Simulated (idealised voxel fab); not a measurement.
Process module heading - voxel plated lines
Square cell edge 5 nm, section width 170 nm, ID cut.
Notation: cross-section as square-cell grid; stated in bands, top first, going down; one or more cell rows per band.
Band: top and bottom heights (nm) first, top before bottom; then materials from left to right, widths in nm. "edge to edge" marks a sole material filling the band edge to edge. "air" denotes empty space.
Height is counted from the level 0, under which the received wafer is composed throughout of one material. The lowest of the bands is not closed at the bottom but continues downward, in the notation "from 0 down".
Width "30..40": first value at the band's top row of cells, second value at its bottom row, equal change from row to row.
The cross-section has no changed cell in any step marked "remained the same".
Under "Sealed voids" you'll find the enclosed gaps, the ones with no way out to the top, that are 8 cells or bigger; each reads width x height at distance, with distance counted from the left edge, everything in nm.
On a step's line, text after the settings is the simulator commenting on that step.
overlay nm: mask right of planned place by this much (step with mask). Neg. = left.
Planned step list for the process
1,RECEIVE,material Si
2,CONFORMAL_DEP,material SiN,thk nm 5
3,DIRECTIONAL_DEP,material TiN,thk nm 5
4,PATTERN,tone open,mask id LINES,material resist,width nm 15,pitch nm 40,thk nm 25,overlay nm 0
5,EPI,material Ru,thk nm 5
6,EPI,material Ru,thk nm 5
7,STRIP,etch materials resist
8,DIRECTIONAL_ETCH,etch materials TiN,depth nm 5
9,CONFORMAL_DEP,material SiO2,thk nm 5
All wafers enter the flow in the same state. The width nm at step 4 differs from wafer to wafer, and the plan gives the value for the first wafer.
Cross-section of the first of several wafers as received (after step 1)
> from 0 down: Si edge to edge
> Sealed voids: none
Below is a per-wafer table. In it, each row describes the wafer at the end of the module by giving, for each material, the number of cells gained (+) or lost (-) since the wafer was received, and after that the closed voids of the wafer
width nm 15, +12 Ru, +34 SiN, +46 SiO2, +6 TiN, Sealed voids: none
width nm 20, +16 Ru, +34 SiN, +46 SiO2, +8 TiN, Sealed voids: none
width nm 25, +20 Ru, +34 SiN, +46 SiO2, +10 TiN, Sealed voids: none
